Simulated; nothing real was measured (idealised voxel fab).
Name of the process module below: voxel transistor to metal
Shown is cross-section cut, with a width of 155 nm and square cells of size 5 nm.
In what follows, cross-sections appear as grids of square cells, described through bands that run from the top down, where every band is one or more rows of cells.
Basically the band line says how high the top is and how high the bottom is, in nm, and then what's in it from left to right, every material with its width in nm. Empty space shows up as "blank", and if a single material carries "everywhere" it runs the full band edge to edge.
Heights are expressed relative to 0, this being the level below which the as-received wafer comprises one material exclusively. The lowest band is unbounded in the downward direction and is denoted as in "top 0, no bottom".
Width spec "30 to 40" -> top row of cells at first value, bottom row at second value, equal per-row change in between.
Step marked "changes: none"? Then no cell in the cross-section changed in it.
This entry, "Closed cavities", enumerates those empty regions of no fewer than 8 cells that possess no open connection to the top. Each region is reported in the form width x height at distance, the distance being taken from the left edge, with all three quantities expressed in nm.
It should be noted that, on the line of a given step, the content following the step's settings is a remark produced by the simulator itself with respect to that step.
overlay nm: how far to the right of its planned place the mask lay on this masked step (negative: to the left).
LISTED BELOW ARE THE PROCESS STEPS AS PLANNED
1: RECEIVE, material Si
2: CONFORMAL_DEP, material SiO2, thk nm 5
3: CONFORMAL_DEP, material SiN, thk nm 15
4: DIRECTIONAL_DEP, material aC, thk nm 10
5: PATTERN, tone cover, mask id ACTIVE, material resist, width nm 95, thk nm 30, overlay nm 0
6: DIRECTIONAL_ETCH, etch materials aC, depth nm 10
7: STRIP, etch materials resist
8: DIRECTIONAL_ETCH, etch materials SiN, depth nm 15
9: DIRECTIONAL_ETCH, etch materials SiO2, depth nm 5
10: DIRECTIONAL_ETCH, etch materials Si, depth nm 20
11: STRIP, etch materials aC
12: FILL_DEP, material SiO2, thk nm 10
13: CMP, height nm 20
14: SELECTIVE_ETCH, etch materials SiO2, depth nm 10
15: STRIP, etch materials SiN
16: SELECTIVE_ETCH, etch materials SiO2, depth nm 5
17: OXIDIZE, depth nm 5
18: DIRECTIONAL_DEP, material polySi, thk nm 25
19: DIRECTIONAL_DEP, material SiCN, thk nm 15
20: DIRECTIONAL_DEP, material aC, thk nm 15
21: PATTERN, tone cover, mask id GATE, material resist, width nm 15, thk nm 35, overlay nm 0
22: DIRECTIONAL_ETCH, etch materials aC, depth nm 15
23: STRIP, etch materials resist
24: DIRECTIONAL_ETCH, etch materials SiCN, depth nm 25
25: DIRECTIONAL_ETCH, etch materials polySi, depth nm 35
26: STRIP, etch materials aC
27: CONFORMAL_DEP, material SiO2, thk nm 5
28: DIRECTIONAL_ETCH, etch materials SiO2, depth nm 5
29: CONFORMAL_DEP, material SiN, thk nm 10
30: DIRECTIONAL_ETCH, etch materials SiN, depth nm 10
31: DIRECTIONAL_ETCH, etch materials SiO2, depth nm 5
32: DIRECTIONAL_ETCH, etch materials Si, depth nm 10
33: EPI, material SiGe, thk nm 10
34: FILL_DEP, material SiO2, thk nm 10
35: CMP, height nm 40
36: DIRECTIONAL_DEP, material SiO2, thk nm 10
37: DIRECTIONAL_DEP, material aC, thk nm 15
38: PATTERN, tone open, mask id CONTACT, material resist, width nm 30, pitch nm 55, thk nm 30, overlay nm 0
39: DIRECTIONAL_ETCH, etch materials aC, depth nm 15
40: STRIP, etch materials resist
41: DIRECTIONAL_ETCH, etch materials SiO2, depth nm 45
42: STRIP, etch materials aC
43: CONFORMAL_DEP, material TiN, thk nm 5
44: FILL_DEP, material Ru, thk nm 10
45: CMP, height nm 50
46: DIRECTIONAL_DEP, material TiN, thk nm 5
47: DIRECTIONAL_DEP, material W, thk nm 20
48: MASKED_ETCH, tone cover, mask id METAL_1, width nm 20, pitch nm 65, etch materials W, depth nm 20, overlay nm 0
49: MASKED_ETCH, tone cover, mask id METAL_1, width nm 20, pitch nm 65, etch materials TiN, depth nm 5, overlay nm 0
50: FILL_DEP, material SiO2, thk nm 10
51: CMP, height nm 75
52: CONFORMAL_DEP, material SiN, thk nm 5
CROSS-SECTIONAL VIEW OF THE WAFER IN ITS AS-RECEIVED CONDITION, CORRESPONDING TO THE STATE AFTER STEP 1
    top 0, no bottom | Si everywhere
    Closed cavities: none
SECTIONED VIEW, FIRST OF TWO WAFERS, AT THE CLOSE OF THE MODULE, PROCESSED AS INTENDED IN THE PLAN
    top 80, bottom 75 | SiN everywhere
    top 75, bottom 55 | SiO2=35; W=20; SiO2=45; W=20; SiO2=35
    top 55, bottom 50 | SiO2=35; TiN=20; SiO2=45; TiN=20; SiO2=35
    top 50, bottom 40 | SiO2=35; TiN=5; Ru=20 to 10; TiN=5 to 15; SiO2=25; TiN=5 to 15; Ru=20 to 10; TiN=5; SiO2=35
    top 40, bottom 25 | SiO2=35; TiN=5; Ru=10; TiN=5; SiN=10; SiO2=5; SiCN=15; SiO2=5; SiN=10; TiN=5; Ru=10; TiN=5; SiO2=35
    top 25, bottom 10 | SiO2=35; TiN=5; Ru=10; TiN=5; SiN=10; SiO2=5; polySi=15; SiO2=5; SiN=10; TiN=5; Ru=10; TiN=5; SiO2=35
    top 10, bottom 5 | SiO2=35; TiN=20; SiN=10; SiO2=5; polySi=15; SiO2=5; SiN=10; TiN=20; SiO2=35
    top 5, bottom 0 | SiO2=30; SiN=10; SiGe=15; SiN=10; SiO2=5; polySi=15; SiO2=5; SiN=10; SiGe=15; SiN=10; SiO2=30
    top 0, bottom -5 | SiO2=40; SiGe=15; SiO2=45; SiGe=15; SiO2=40
    top -5, bottom -15 | SiO2=30; Si=10; SiGe=15; Si=45; SiGe=15; Si=10; SiO2=30
    top -15, bottom -20 | SiO2=30; Si=95; SiO2=30
    top -20, no bottom | Si everywhere
    Closed cavities: none
CROSS-SECTION OF THE LATTER OF THE TWO WAFERS AT MODULE COMPLETION. IT HAD AN IDENTICAL START AND AN IDENTICAL PLAN TO THE FORMER; IN RUNNING IT, ONE MISTAKE WAS MADE
    top 80, bottom 75 | SiN everywhere
    top 75, bottom 55 | SiO2=35; W=20; SiO2=45; W=20; SiO2=35
    top 55, bottom 50 | SiO2=35; TiN=20; SiO2=45; TiN=20; SiO2=35
    top 50, bottom 40 | SiO2=35; TiN=5; Ru=20 to 10; TiN=5 to 15; SiO2=25; TiN=5 to 15; Ru=20 to 10; TiN=5; SiO2=35
    top 40, bottom 35 | SiO2=35; TiN=10; Ru=5; TiN=5; SiN=10; SiO2=5; SiCN=15; SiO2=5; SiN=10; TiN=5; Ru=5; TiN=10; SiO2=35
    top 35, bottom 30 | SiCN=25; SiO2=5; SiN=10; TiN=15; SiN=10; SiO2=5; SiCN=15; SiO2=5; SiN=10; TiN=15; SiN=10; SiO2=5; SiCN=25
    top 30, bottom 25 | polySi=25; SiCN=105; polySi=25
    top 25, bottom 5 | polySi everywhere
    top 5, bottom 0 | SiO2=25; polySi=105; SiO2=25
    top 0, bottom -5 | SiO2 everywhere
    top -5, bottom -20 | SiO2=30; Si=95; SiO2=30
    top -20, no bottom | Si everywhere
    Closed cavities: none
Misprocessing identified: step 19 of the plan saw execution twice
It is noted that, at the conclusion of processing, the second wafer exhibits a higher or lower cell count for certain materials relative to the first: -22 Ru; +12 Si; +28 SiCN; -24 SiGe; -24 SiN; -90 SiO2; -20 TiN; +140 polySi
